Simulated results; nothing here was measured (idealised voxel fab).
process module | voxel trench capacitor
cross-section cut | 220 nm wide | cells 5 nm
A cross-section is a grid of square cells, given in bands from the top down. A band is one or more rows of cells.
Each band's line starts with the height of the band's top and of its bottom, in nm. Then come its materials from left to right, each with its width in nm. One material with "throughout" fills the band from edge to edge. "air" is empty space.
Height 0 is the level under which the wafer as received is all one material. The lowest band goes on downwards, as in "0 down".
A width such as "30 to 40" changes by the same amount from each row of cells to the next, from the band's top row to its bottom row.
"no change" after a step means that no cell of the cross-section changed.
closed voids: empty space of 8 cells or more with no open way to the top, each as width x height at its distance from the left edge, in nm
after a step's settings: what the simulator itself notes on the step
overlay nm, on a step with a mask: how far to the right of its planned place the mask lay; to the left if negative
plan
1 op RECEIVE | material Si
2 op CONFORMAL_DEP | material SiN | thk nm 5
3 op DIRECTIONAL_DEP | material aC | thk nm 10
4 op PATTERN | tone open | mask id TRENCH | material resist | width nm 25 | pitch nm 40 | thk nm 25 | overlay nm 0
5 op DIRECTIONAL_ETCH | etch materials aC | depth nm 10
6 op STRIP | etch materials resist
7 op DIRECTIONAL_ETCH | etch materials SiN | depth nm 5
8 op DIRECTIONAL_ETCH | etch materials Si | depth nm 25
9 op STRIP | etch materials aC
10 op CONFORMAL_DEP | material SiO2 | thk nm 5
11 op FILL_DEP | material polySi | thk nm 5
12 op CMP | height nm 5
first wafer, as planned
as received, after step 1
  0 down: Si throughout
  closed voids: none
after step 2
  5 to 0: SiN throughout
  below 0: unchanged
after step 3
  15 to 5: aC throughout
  below 5: unchanged
after step 4
  40 to 15: resist 35 | air 25 | resist 15 | air 25 | resist 15 | air 25 | resist 15 | air 25 | resist 40
  below 15: unchanged
after step 5
  30 to 15: resist 35 | air 25 | resist 15 | air 25 | resist 15 | air 25 | resist 15 | air 25 | resist 40
  15 to 5: aC 35 | air 25 | aC 15 | air 25 | aC 15 | air 25 | aC 15 | air 25 | aC 40
  below 5: unchanged
after step 6
  15 to 5: aC 35 | air 25 | aC 15 | air 25 | aC 15 | air 25 | aC 15 | air 25 | aC 40
  below 5: unchanged
after step 7
  15 to 5: aC 35 | air 25 | aC 15 | air 25 | aC 15 | air 25 | aC 15 | air 25 | aC 40
  5 to 0: SiN 35 | air 25 | SiN 15 | air 25 | SiN 15 | air 25 | SiN 15 | air 25 | SiN 40
  below 0: unchanged
after step 8
  15 to 5: aC 35 | air 25 | aC 15 | air 25 | aC 15 | air 25 | aC 15 | air 25 | aC 40
  5 to 0: SiN 35 | air 25 | SiN 15 | air 25 | SiN 15 | air 25 | SiN 15 | air 25 | SiN 40
  0 to -25: Si 35 | air 25 | Si 15 | air 25 | Si 15 | air 25 | Si 15 | air 25 | Si 40
  below -25: unchanged
after step 9
  5 to 0: SiN 35 | air 25 | SiN 15 | air 25 | SiN 15 | air 25 | SiN 15 | air 25 | SiN 40
  below 0: unchanged
after step 10
  10 to 5: SiO2 40 | air 15 | SiO2 25 | air 15 | SiO2 25 | air 15 | SiO2 25 | air 15 | SiO2 45
  5 to 0: SiN 35 | SiO2 5 | air 15 | SiO2 5 | SiN 15 | SiO2 5 | air 15 | SiO2 5 | SiN 15 | SiO2 5 | air 15 | SiO2 5 | SiN 15 | SiO2 5 | air 15 | SiO2 5 | SiN 40
  0 to -20: Si 35 | SiO2 5 | air 15 | SiO2 5 | Si 15 | SiO2 5 | air 15 | SiO2 5 | Si 15 | SiO2 5 | air 15 | SiO2 5 | Si 15 | SiO2 5 | air 15 | SiO2 5 | Si 40
  -20 to -25: Si 35 | SiO2 25 | Si 15 | SiO2 25 | Si 15 | SiO2 25 | Si 15 | SiO2 25 | Si 40
  below -25: unchanged
after step 11
  15 to 10: polySi throughout
  10 to 5: SiO2 40 | polySi 15 | SiO2 25 | polySi 15 | SiO2 25 | polySi 15 | SiO2 25 | polySi 15 | SiO2 45
  5 to 0: SiN 35 | SiO2 5 | polySi 15 | SiO2 5 | SiN 15 | SiO2 5 | polySi 15 | SiO2 5 | SiN 15 | SiO2 5 | polySi 15 | SiO2 5 | SiN 15 | SiO2 5 | polySi 15 | SiO2 5 | SiN 40
  0 to -20: Si 35 | SiO2 5 | polySi 15 | SiO2 5 | Si 15 | SiO2 5 | polySi 15 | SiO2 5 | Si 15 | SiO2 5 | polySi 15 | SiO2 5 | Si 15 | SiO2 5 | polySi 15 | SiO2 5 | Si 40
  below -20: unchanged
after step 12
  5 to 0: SiN 35 | SiO2 5 | polySi 15 | SiO2 5 | SiN 15 | SiO2 5 | polySi 15 | SiO2 5 | SiN 15 | SiO2 5 | polySi 15 | SiO2 5 | SiN 15 | SiO2 5 | polySi 15 | SiO2 5 | SiN 40
  below 0: unchanged
second wafer: like start, like plan, one mistake. Through step 8 it matches the first wafer
when step 9 should have ended: no change
when step 10 should have ended
  20 to 15: SiO2 40 | air 15 | SiO2 25 | air 15 | SiO2 25 | air 15 | SiO2 25 | air 15 | SiO2 45
  15 to 5: aC 35 | SiO2 5 | air 15 | SiO2 5 | aC 15 | SiO2 5 | air 15 | SiO2 5 | aC 15 | SiO2 5 | air 15 | SiO2 5 | aC 15 | SiO2 5 | air 15 | SiO2 5 | aC 40
  5 to 0: SiN 35 | SiO2 5 | air 15 | SiO2 5 | SiN 15 | SiO2 5 | air 15 | SiO2 5 | SiN 15 | SiO2 5 | air 15 | SiO2 5 | SiN 15 | SiO2 5 | air 15 | SiO2 5 | SiN 40
  0 to -20: Si 35 | SiO2 5 | air 15 | SiO2 5 | Si 15 | SiO2 5 | air 15 | SiO2 5 | Si 15 | SiO2 5 | air 15 | SiO2 5 | Si 15 | SiO2 5 | air 15 | SiO2 5 | Si 40
  -20 to -25: Si 35 | SiO2 25 | Si 15 | SiO2 25 | Si 15 | SiO2 25 | Si 15 | SiO2 25 | Si 40
  below -25: unchanged
when step 11 should have ended
  25 to 20: polySi throughout
  20 to 15: SiO2 40 | polySi 15 | SiO2 25 | polySi 15 | SiO2 25 | polySi 15 | SiO2 25 | polySi 15 | SiO2 45
  15 to 5: aC 35 | SiO2 5 | polySi 15 | SiO2 5 | aC 15 | SiO2 5 | polySi 15 | SiO2 5 | aC 15 | SiO2 5 | polySi 15 | SiO2 5 | aC 15 | SiO2 5 | polySi 15 | SiO2 5 | aC 40
  5 to 0: SiN 35 | SiO2 5 | polySi 15 | SiO2 5 | SiN 15 | SiO2 5 | polySi 15 | SiO2 5 | SiN 15 | SiO2 5 | polySi 15 | SiO2 5 | SiN 15 | SiO2 5 | polySi 15 | SiO2 5 | SiN 40
  0 to -20: Si 35 | SiO2 5 | polySi 15 | SiO2 5 | Si 15 | SiO2 5 | polySi 15 | SiO2 5 | Si 15 | SiO2 5 | polySi 15 | SiO2 5 | Si 15 | SiO2 5 | polySi 15 | SiO2 5 | Si 40
  below -20: unchanged
when step 12 should have ended
  5 to 0: SiN 35 | SiO2 5 | polySi 15 | SiO2 5 | SiN 15 | SiO2 5 | polySi 15 | SiO2 5 | SiN 15 | SiO2 5 | polySi 15 | SiO2 5 | SiN 15 | SiO2 5 | polySi 15 | SiO2 5 | SiN 40
  below 0: unchanged
what went wrong: step 9 was left out
at the end the two cross-sections are the same: no effect in what this model computes
